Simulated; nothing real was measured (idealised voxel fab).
Herein follows the process module entitled voxel self aligned contacts.
Section cut is 275 nm wide and gridded with 5 nm square cells.
Cross-section, as written here: a square-cell grid given band by band from the top down, where a band holds one or more rows of cells.
It is stipulated that each band's entry specify, in nanometres, the height of the top of the band and then that of its bottom, followed by the materials of the band in left-to-right sequence, each together with its width in nanometres. A single material marked by the word "edge to edge" is understood to fill the band from edge to edge; the word "air" is understood to denote empty space.
Zero point of the height axis is 0; under it, received wafer = one material. Lowest band: continues down indefinitely, "0..down".
You'd read "30 to 40" like this: the band's top row of cells is as wide as the first number, its bottom row is as wide as the second, and going down, every row changes width by the same amount as the row before did.
The designation "no alterations made", where it is given for a processing step, indicates that no cell of the cross-section was altered in the course of that step.
For the entry "Sealed void list", the listed items are empty spaces with no open way to the top whose size is 8 cells or more; each item follows the pattern width x height at distance, where distance is from the left edge and all three are in nm.
On each step's line, the part that comes after the settings is the simulator's own comment on the step.
A step line may carry the setting "overlay nm", which, for steps involving a mask, states the distance by which the mask lay to the right of its intended position; negative values denote displacement to the left.
Process steps (planned)
1,RECEIVE [material Si]
2,OXIDIZE [depth nm 5]
3,DIRECTIONAL_DEP [material polySi] [thk nm 30]
4,DIRECTIONAL_DEP [material SiN] [thk nm 20]
5,PATTERN [tone cover] [mask id GATE] [material resist] [width nm 35] [pitch nm 70] [thk nm 20] [overlay nm 0]
6,DIRECTIONAL_ETCH [etch materials SiN] [depth nm 20]
7,DIRECTIONAL_ETCH [etch materials polySi] [depth nm 30]
8,STRIP [etch materials resist]
9,CONFORMAL_DEP [material SiN] [thk nm 5]
10,DIRECTIONAL_ETCH [etch materials SiN] [depth nm 5]
11,FILL_DEP [material SiO2] [thk nm 15]
12,CMP [height nm 60]
13,PATTERN [tone open] [mask id CONTACT] [material resist] [width nm 55] [pitch nm 70] [thk nm 20] [overlay nm 0]
14,DIRECTIONAL_ETCH [etch materials SiO2] [depth nm 65]
15,STRIP [etch materials resist]
16,CONFORMAL_DEP [material TiN] [thk nm 5]
17,FILL_DEP [material W] [thk nm 5]
18,CMP [height nm 60]
19,CONFORMAL_DEP [material SiN] [thk nm 5]
Wafer, first of two, run as planned
Wafer cross-section on receipt, i.e. after step 1
	0..down  Si edge to edge
	Sealed void list: none
Wafer xsec, post step 2
	0..-5  SiO2 edge to edge
	Below a height of -5, the structure has not been altered.
Wafer xsec, post step 3
	30..0  polySi edge to edge
	Below a height of 0, the structure has not been altered.
Wafer xsec, post step 4
	50..30  SiN edge to edge
	Below a height of 30, the structure has not been altered.
Wafer xsec, post step 5
	70..50  air 50  resist 35  air 35  resist 35  air 35  resist 35  air 50
	Below a height of 50, the structure has not been altered.
Wafer xsec, post step 6
	70..50  air 50  resist 35  air 35  resist 35  air 35  resist 35  air 50
	50..30  air 50  SiN 35  air 35  SiN 35  air 35  SiN 35  air 50
	Below a height of 30, the structure has not been altered.
Wafer xsec, post step 7
	70..50  air 50  resist 35  air 35  resist 35  air 35  resist 35  air 50
	50..30  air 50  SiN 35  air 35  SiN 35  air 35  SiN 35  air 50
	30..0  air 50  polySi 35  air 35  polySi 35  air 35  polySi 35  air 50
	Below a height of 0, the structure has not been altered.
Wafer xsec, post step 8
	50..30  air 50  SiN 35  air 35  SiN 35  air 35  SiN 35  air 50
	Below a height of 30, the structure has not been altered.
Wafer xsec, post step 9
	55..30  air 45  SiN 45  air 25  SiN 45  air 25  SiN 45  air 45
	30..5  air 45  SiN 5  polySi 35  SiN 5  air 25  SiN 5  polySi 35  SiN 5  air 25  SiN 5  polySi 35  SiN 5  air 45
	5..0  SiN 50  polySi 35  SiN 35  polySi 35  SiN 35  polySi 35  SiN 50
	Below a height of 0, the structure has not been altered.
Wafer xsec, post step 10
	50..30  air 45  SiN 45  air 25  SiN 45  air 25  SiN 45  air 45
	30..0  air 45  SiN 5  polySi 35  SiN 5  air 25  SiN 5  polySi 35  SiN 5  air 25  SiN 5  polySi 35  SiN 5  air 45
	Below a height of 0, the structure has not been altered.
Wafer xsec, post step 11
	65..50  SiO2 edge to edge
	50..30  SiO2 45  SiN 45  SiO2 25  SiN 45  SiO2 25  SiN 45  SiO2 45
	30..0  SiO2 45  SiN 5  polySi 35  SiN 5  SiO2 25  SiN 5  polySi 35  SiN 5  SiO2 25  SiN 5  polySi 35  SiN 5  SiO2 45
	Below a height of 0, the structure has not been altered.
Wafer xsec, post step 12
	60..50  SiO2 edge to edge
	Below a height of 50, the structure has not been altered.
Wafer xsec, post step 13
	80..60  resist 75  air 55  resist 15  air 55  resist 75
	Below a height of 60, the structure has not been altered.
Wafer xsec, post step 14
	80..60  resist 75  air 55  resist 15  air 55  resist 75
	60..50  SiO2 75  air 55  SiO2 15  air 55  SiO2 75
	50..30  SiO2 45  SiN 45  air 25  SiN 45  air 25  SiN 45  SiO2 45
	30..0  SiO2 45  SiN 5  polySi 35  SiN 5  air 25  SiN 5  polySi 35  SiN 5  air 25  SiN 5  polySi 35  SiN 5  SiO2 45
	0..-5  SiO2 90  air 25  SiO2 45  air 25  SiO2 90
	Below a height of -5, the structure has not been altered.
Wafer xsec, post step 15
	60..50  SiO2 75  air 55  SiO2 15  air 55  SiO2 75
	Below a height of 50, the structure has not been altered.
Wafer xsec, post step 16
	65..60  TiN 80  air 45  TiN 25  air 45  TiN 80
	60..50  SiO2 75  TiN 5 to 20  air 45 to 15  TiN 5 to 20  SiO2 15  TiN 5 to 20  air 45 to 15  TiN 5 to 20  SiO2 75
	50..30  SiO2 45  SiN 45  TiN 5  air 15  TiN 5  SiN 45  TiN 5  air 15  TiN 5  SiN 45  SiO2 45
	30..0  SiO2 45  SiN 5  polySi 35  SiN 5  TiN 5  air 15  TiN 5  SiN 5  polySi 35  SiN 5  TiN 5  air 15  TiN 5  SiN 5  polySi 35  SiN 5  SiO2 45
	0..-5  SiO2 90  TiN 25  SiO2 45  TiN 25  SiO2 90
	Below a height of -5, the structure has not been altered.
Wafer xsec, post step 17
	70..65  W edge to edge
	65..60  TiN 80  W 45  TiN 25  W 45  TiN 80
	60..50  SiO2 75  TiN 5 to 20  W 45 to 15  TiN 5 to 20  SiO2 15  TiN 5 to 20  W 45 to 15  TiN 5 to 20  SiO2 75
	50..30  SiO2 45  SiN 45  TiN 5  W 15  TiN 5  SiN 45  TiN 5  W 15  TiN 5  SiN 45  SiO2 45
	30..0  SiO2 45  SiN 5  polySi 35  SiN 5  TiN 5  W 15  TiN 5  SiN 5  polySi 35  SiN 5  TiN 5  W 15  TiN 5  SiN 5  polySi 35  SiN 5  SiO2 45
	Below a height of 0, the structure has not been altered.
Wafer xsec, post step 18
	60..50  SiO2 75  TiN 5 to 20  W 45 to 15  TiN 5 to 20  SiO2 15  TiN 5 to 20  W 45 to 15  TiN 5 to 20  SiO2 75
	Below a height of 50, the structure has not been altered.
Wafer xsec, post step 19
	65..60  SiN edge to edge
	Below a height of 60, the structure has not been altered.
Wafer two: like wafer one in start and plan, but with one mistake in execution; identical up to and including step 12
Second wafer, cross-section, planned end of step 13
	80..60  resist 80  air 45  resist 25  air 45  resist 80
	Below a height of 60, the structure has not been altered.
Second wafer, cross-section, planned end of step 14
	80..60  resist 80  air 45  resist 25  air 45  resist 80
	60..50  SiO2 80  air 45  SiO2 25  air 45  SiO2 80
	50..30  SiO2 45  SiN 45  air 25  SiN 45  air 25  SiN 45  SiO2 45
	30..0  SiO2 45  SiN 5  polySi 35  SiN 5  air 25  SiN 5  polySi 35  SiN 5  air 25  SiN 5  polySi 35  SiN 5  SiO2 45
	0..-5  SiO2 90  air 25  SiO2 45  air 25  SiO2 90
	Below a height of -5, the structure has not been altered.
Second wafer, cross-section, planned end of step 15
	60..50  SiO2 80  air 45  SiO2 25  air 45  SiO2 80
	Below a height of 50, the structure has not been altered.
Second wafer, cross-section, planned end of step 16
	65..60  TiN 85  air 35  TiN 35  air 35  TiN 85
	60..50  SiO2 80  TiN 5 to 15  air 35 to 15  TiN 5 to 15  SiO2 25  TiN 5 to 15  air 35 to 15  TiN 5 to 15  SiO2 80
	50..30  SiO2 45  SiN 45  TiN 5  air 15  TiN 5  SiN 45  TiN 5  air 15  TiN 5  SiN 45  SiO2 45
	30..0  SiO2 45  SiN 5  polySi 35  SiN 5  TiN 5  air 15  TiN 5  SiN 5  polySi 35  SiN 5  TiN 5  air 15  TiN 5  SiN 5  polySi 35  SiN 5  SiO2 45
	0..-5  SiO2 90  TiN 25  SiO2 45  TiN 25  SiO2 90
	Below a height of -5, the structure has not been altered.
Second wafer, cross-section, planned end of step 17
	70..65  W edge to edge
	65..60  TiN 85  W 35  TiN 35  W 35  TiN 85
	60..50  SiO2 80  TiN 5 to 15  W 35 to 15  TiN 5 to 15  SiO2 25  TiN 5 to 15  W 35 to 15  TiN 5 to 15  SiO2 80
	50..30  SiO2 45  SiN 45  TiN 5  W 15  TiN 5  SiN 45  TiN 5  W 15  TiN 5  SiN 45  SiO2 45
	30..0  SiO2 45  SiN 5  polySi 35  SiN 5  TiN 5  W 15  TiN 5  SiN 5  polySi 35  SiN 5  TiN 5  W 15  TiN 5  SiN 5  polySi 35  SiN 5  SiO2 45
	Below a height of 0, the structure has not been altered.
Second wafer, cross-section, planned end of step 18
	60..50  SiO2 80  TiN 5 to 15  W 35 to 15  TiN 5 to 15  SiO2 25  TiN 5 to 15  W 35 to 15  TiN 5 to 15  SiO2 80
	Below a height of 50, the structure has not been altered.
Second wafer, cross-section, planned end of step 19
	65..60  SiN edge to edge
	Below a height of 60, the structure has not been altered.
Nonconformance to the process plan: not per plan at step 13, really ran PATTERN [tone open] [mask id CONTACT] [material resist] [width nm 45] [pitch nm 70] [thk nm 20] [overlay nm 0]
Final difference in cells, second wafer against first, listed per material as more or fewer: SiO2: 8 more | TiN: 4 fewer | W: 4 fewer
